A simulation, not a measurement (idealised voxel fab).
Name of the process module below: voxel transistor to metal
Square cells of 5 nm make up the cross-section cut, whose width is 170 nm.
Format of a cross-section: grid, square cells. Given as bands. Order: top down. Band: one or more rows of cells. Top height, bottom height, nm. Materials left to right, width each, nm. Single material + "throughout" = fills band edge to edge. "air" = empty. Heights are reckoned from 0. Under this level, the received wafer is all of one material. The bottommost band is open-ended downward, for example "top 0, no bottom". Top row gets the first number, bottom row gets the second, and each row in between changes by the same step: that is how a band width like "30->40" works. No cell of the cross-section changed in a step that is given as "nothing changed". What "Unvented internal voids" gives you is every empty space of 8 cells or more that is cut off from the top. Each appears as width x height at distance, with the distance taken from the left edge and width, height and distance all in nm. Text after the settings on a step's line: the simulator's own remark on that step. "overlay nm" on a masked step: distance the mask lay right of its planned place, negative for left.

LIST OF PLANNED PROCESS STEPS
- 1: RECEIVE, material Si
- 2: CONFORMAL_DEP, material SiO2, thk nm 5
- 3: CONFORMAL_DEP, material SiN, thk nm 10
- 4: DIRECTIONAL_DEP, material aC, thk nm 10
- 5: PATTERN, tone cover, mask id ACTIVE, material resist, width nm 110, thk nm 25, overlay nm 0
- 6: DIRECTIONAL_ETCH, etch materials aC, depth nm 10
- 7: STRIP, etch materials resist
- 8: DIRECTIONAL_ETCH, etch materials SiN, depth nm 10
- 9: DIRECTIONAL_ETCH, etch materials SiO2, depth nm 5
- 10: DIRECTIONAL_ETCH, etch materials Si, depth nm 20
- 11: STRIP, etch materials aC
- 12: FILL_DEP, material SiO2, thk nm 15
- 13: CMP, height nm 15
- 14: SELECTIVE_ETCH, etch materials SiO2, depth nm 5
- 15: STRIP, etch materials SiN
- 16: SELECTIVE_ETCH, etch materials SiO2, depth nm 5
- 17: OXIDIZE, depth nm 5
- 18: DIRECTIONAL_DEP, material polySi, thk nm 30
- 19: DIRECTIONAL_DEP, material SiCN, thk nm 15
- 20: MASKED_ETCH, tone cover, mask id GATE, width nm 30, etch materials SiCN, depth nm 25, overlay nm 0
- 21: MASKED_ETCH, tone cover, mask id GATE, width nm 30, etch materials polySi, depth nm 40, overlay nm 0
- 22: CONFORMAL_DEP, material SiN, thk nm 5
- 23: DIRECTIONAL_ETCH, etch materials SiN, depth nm 5
- 24: DIRECTIONAL_ETCH, etch materials SiO2, depth nm 5
- 25: DIRECTIONAL_ETCH, etch materials Si, depth nm 15
- 26: EPI, material pSi, thk nm 15
- 27: FILL_DEP, material SiO2, thk nm 10
- 28: CMP, height nm 30
- 29: STRIP, etch materials polySi
- 30: SELECTIVE_ETCH, etch materials SiO2, depth nm 5
- 31: CONFORMAL_DEP, material HfO2, thk nm 5
- 32: CONFORMAL_DEP, material TiN, thk nm 5
- 33: FILL_DEP, material W, thk nm 5
- 34: CMP, height nm 25
- 35: DIRECTIONAL_DEP, material SiO2, thk nm 10
- 36: PATTERN, tone open, mask id CONTACT, material resist, width nm 15, pitch nm 75, thk nm 20, overlay nm 0
- 37: DIRECTIONAL_ETCH, etch materials SiO2, depth nm 40
- 38: STRIP, etch materials resist
- 39: CONFORMAL_DEP, material TiN, thk nm 5
- 40: FILL_DEP, material Ru, thk nm 10
- 41: CMP, height nm 35
- 42: DIRECTIONAL_DEP, material TiN, thk nm 5
- 43: DIRECTIONAL_DEP, material W, thk nm 25
- 44: DIRECTIONAL_DEP, material aC, thk nm 15
- 45: PATTERN, tone cover, mask id METAL_1, material resist, width nm 15, pitch nm 75, thk nm 30, overlay nm 0
- 46: DIRECTIONAL_ETCH, etch materials aC, depth nm 15
- 47: STRIP, etch materials resist
- 48: DIRECTIONAL_ETCH, etch materials W, depth nm 25
- 49: DIRECTIONAL_ETCH, etch materials TiN, depth nm 5
- 50: STRIP, etch materials aC
- 51: CONFORMAL_DEP, material SiCN, thk nm 5
- 52: FILL_DEP, material lowk, thk nm 10
- 53: CMP, height nm 65
- 54: CONFORMAL_DEP, material SiCN, thk nm 5

AS RECEIVED (POST STEP 1): CROSS-SECTION
    top 0, no bottom = Si throughout
    Unvented internal voids: none

WHAT THE WAFER LOOKS LIKE IN CROSS-SECTION AFTER THIS MODULE, WHEN IT STARTS AS SHOWN ABOVE AND FOLLOWS THE PLAN ABOVE BUT ONE MISTAKE IS MADE IN RUNNING IT
    top 70, bottom 65 = SiCN throughout
    top 65, bottom 40 = 35 of lowk; 5 of SiCN; 15 of W; 5 of SiCN; 50 of lowk; 5 of SiCN; 15 of W; 5 of SiCN; 35 of lowk
    top 40, bottom 35 = 40 of SiCN; 15 of TiN; 60 of SiCN; 15 of TiN; 40 of SiCN
    top 35, bottom 25 = 40 of SiO2; 5 of TiN; 5 of Ru; 5 of TiN; 60 of SiO2; 5 of TiN; 5 of Ru; 5 of TiN; 40 of SiO2
    top 25, bottom 20 = 40 of SiO2; 5 of TiN; 5 of Ru; 5 of TiN; 10 of SiO2; 5 of SiN; 5 of HfO2; 20 of TiN; 5 of HfO2; 5 of SiN; 10 of SiO2; 5 of TiN; 5 of Ru; 5 of TiN; 40 of SiO2
    top 20, bottom 15 = 40 of SiO2; 15 of TiN; 10 of SiO2; 40 of HfO2; 10 of SiO2; 15 of TiN; 40 of SiO2
    top 15, bottom 5 = 30 of SiO2; 110 of SiN; 30 of SiO2
    top 5, bottom 0 = SiO2 throughout
    top 0, bottom -20 = 30 of SiO2; 110 of Si; 30 of SiO2
    top -20, no bottom = Si throughout
    Unvented internal voids: none
So what did we get wrong on this run? step 13 of the plan got skipped, so it never ran
